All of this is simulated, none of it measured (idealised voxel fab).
The following is a process module called voxel ribs on slabs.
Each square cell in cross-section cut measures 5 nm, and the section as a whole is 240 nm wide.
Reading order for cross-sections: top band down to bottom band. Underlying form: a grid of square cells. Band size: one or more rows of cells.
Band: top height; bottom height; in nm. Then, left to right: material with width in nm, for each material. "full width": a single material spanning edge to edge. "blank": empty space.
Heads up on the height convention: 0 is the point under which the incoming wafer is all one material, and the lowest band has no bottom, it just keeps going down, like "0 -> down".
Width: "30->40" (first number = top row, second number = bottom row, same change from row to row of cells).
Where a step carries "nothing got changed", the cross-section came out of it unchanged, cell for cell.
Listed in "Sealed void inventory": every empty space of 8 or more cells without an open way to the top. Form: width x height at distance, the distance being from the left edge, all in nm.
Step line, after settings: the simulator's comment on this step.
When a step includes a mask, the "overlay nm" setting on its line states how far to the right of its planned place that mask lay, and negative values state how far to the left.
## List of planned process steps
step 1: RECEIVE | material Si
step 2: DIRECTIONAL_DEP | material SiO2 | thk nm 25
step 3: DIRECTIONAL_DEP | material SiN | thk nm 25
step 4: PATTERN | tone cover | mask id RIB | material resist | width nm 30 | thk nm 20 | overlay nm 0
step 5: DIRECTIONAL_ETCH | etch materials SiN | depth nm 5
step 6: STRIP | etch materials resist
step 7: PATTERN | tone cover | mask id SLAB | material resist | width nm 90 | thk nm 15 | overlay nm 0
step 8: DIRECTIONAL_ETCH | etch materials SiN | depth nm 20
step 9: STRIP | etch materials resist
step 10: FILL_DEP | material SiO2 | thk nm 20
step 11: CMP | height nm 65
step 12: DIRECTIONAL_DEP | material W | thk nm 5
step 13: DIRECTIONAL_DEP | material aC | thk nm 10
step 14: PATTERN | tone cover | mask id HEATER | material resist | width nm 40 | thk nm 30 | overlay nm 0
step 15: DIRECTIONAL_ETCH | etch materials aC | depth nm 10
step 16: STRIP | etch materials resist
step 17: DIRECTIONAL_ETCH | etch materials W | depth nm 5
step 18: STRIP | etch materials aC
step 19: CONFORMAL_DEP | material SiO2 | thk nm 5
## Cross-section of the incoming wafer, state after step 1
* 0 -> down = Si full width
* Sealed void inventory: none
## End state of the module in cross-section, given the above starting point and plan and one mistake in execution
* 75 -> 70 = blank=90; SiO2=50; blank=100
* 70 -> 65 = SiO2=95; W=40; SiO2=105
* 65 -> 50 = SiO2 full width
* 50 -> 45 = SiO2=105; SiN=30; SiO2=105
* 45 -> 25 = SiO2=75; SiN=90; SiO2=75
* 25 -> 0 = SiO2 full width
* 0 -> down = Si full width
* Sealed void inventory: none
In executing the process, a mistake was made relative to the plan: step 14 did not happen as planned, as run it was PATTERN | tone cover | mask id HEATER | material resist | width nm 40 | thk nm 30 | overlay nm -5
